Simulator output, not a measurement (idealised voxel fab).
The following is a process module called voxel ribs on slabs.
It is cross-section cut that appears here, measuring 200 nm in width, its square cells being 5 nm in size.
Cross-section format: a grid of square cells, given as bands from top to bottom; each band is one or more rows of cells.
Top height, bottom height, nm. Materials left to right, width each, nm. Single material + "throughout" = fills band edge to edge. "air" = empty.
Below 0: as-received wafer, all one material; heights counted from there. Lowest band: no bottom, goes on down, written "top 0, no bottom".
Think of "30 to 40" as a width that walks from the first number to the second as you go down the band, top row to bottom row, taking equal-sized steps from row to row.
Key: "changes: none" - step with no changed cell in the cross-section.
"Fully enclosed voids" - sealed voids, min. 8 cells, no opening to top; format: width x height at distance (distance from left edge; nm throughout).
It should be noted that, on the line of a given step, the content following the step's settings is a remark produced by the simulator itself with respect to that step.
overlay nm: on a step with a mask, how far right of its planned place the mask lay; negative means left.
Set out below are the planned steps of the process:
1. RECEIVE with material Si
2. DIRECTIONAL_DEP with material SiO2, thk nm 20
3. DIRECTIONAL_DEP with material SiN, thk nm 25
4. PATTERN with tone cover, mask id RIB, material resist, width nm 20, thk nm 20, overlay nm 0
5. DIRECTIONAL_ETCH with etch materials SiN, depth nm 5
6. STRIP with etch materials resist
7. PATTERN with tone cover, mask id SLAB, material resist, width nm 80, thk nm 15, overlay nm 0
8. DIRECTIONAL_ETCH with etch materials SiN, depth nm 20
9. STRIP with etch materials resist
10. FILL_DEP with material SiO2, thk nm 30
11. CMP with height nm 55
12. DIRECTIONAL_DEP with material W, thk nm 10
13. MASKED_ETCH with tone cover, mask id HEATER, width nm 30, etch materials W, depth nm 10, overlay nm 0
14. CONFORMAL_DEP with material SiO2, thk nm 10
For clarity, it should be stated that the wafers under discussion commence in an identical condition and differ with respect to the height nm of step 11, the plan indicating the value that the first wafer had.
Step 1 complete: as-received cross-section of the first of several wafers:
  top 0, no bottom: Si throughout
  Fully enclosed voids: none
Cross-section, first of several wafers, end of module, after last step 14:
  top 75, bottom 65: air 75, then SiO2 50, then air 75
  top 65, bottom 55: SiO2 85, then W 30, then SiO2 85
  top 55, bottom 45: SiO2 throughout
  top 45, bottom 40: SiO2 90, then SiN 20, then SiO2 90
  top 40, bottom 20: SiO2 60, then SiN 80, then SiO2 60
  top 20, bottom 0: SiO2 throughout
  top 0, no bottom: Si throughout
  Fully enclosed voids: none
Cross-sectional view of the final wafer of several at the module's end:
  top 95, bottom 85: air 75, then SiO2 50, then air 75
  top 85, bottom 75: SiO2 85, then W 30, then SiO2 85
  top 75, bottom 45: SiO2 throughout
  top 45, bottom 40: SiO2 90, then SiN 20, then SiO2 90
  top 40, bottom 20: SiO2 60, then SiN 80, then SiO2 60
  top 20, bottom 0: SiO2 throughout
  top 0, no bottom: Si throughout
  Fully enclosed voids: none
Row per wafer, end-of-module: cell gain (+)/loss (-) by material since the wafer came in, then closed voids:
height nm 55; +68 SiN; +460 SiO2; +12 W; Fully enclosed voids: none
height nm 60; +68 SiN; +500 SiO2; +12 W; Fully enclosed voids: none
height nm 65; +68 SiN; +540 SiO2; +12 W; Fully enclosed voids: none
height nm 70; +68 SiN; +580 SiO2; +12 W; Fully enclosed voids: none
height nm 75; +68 SiN; +620 SiO2; +12 W; Fully enclosed voids: none
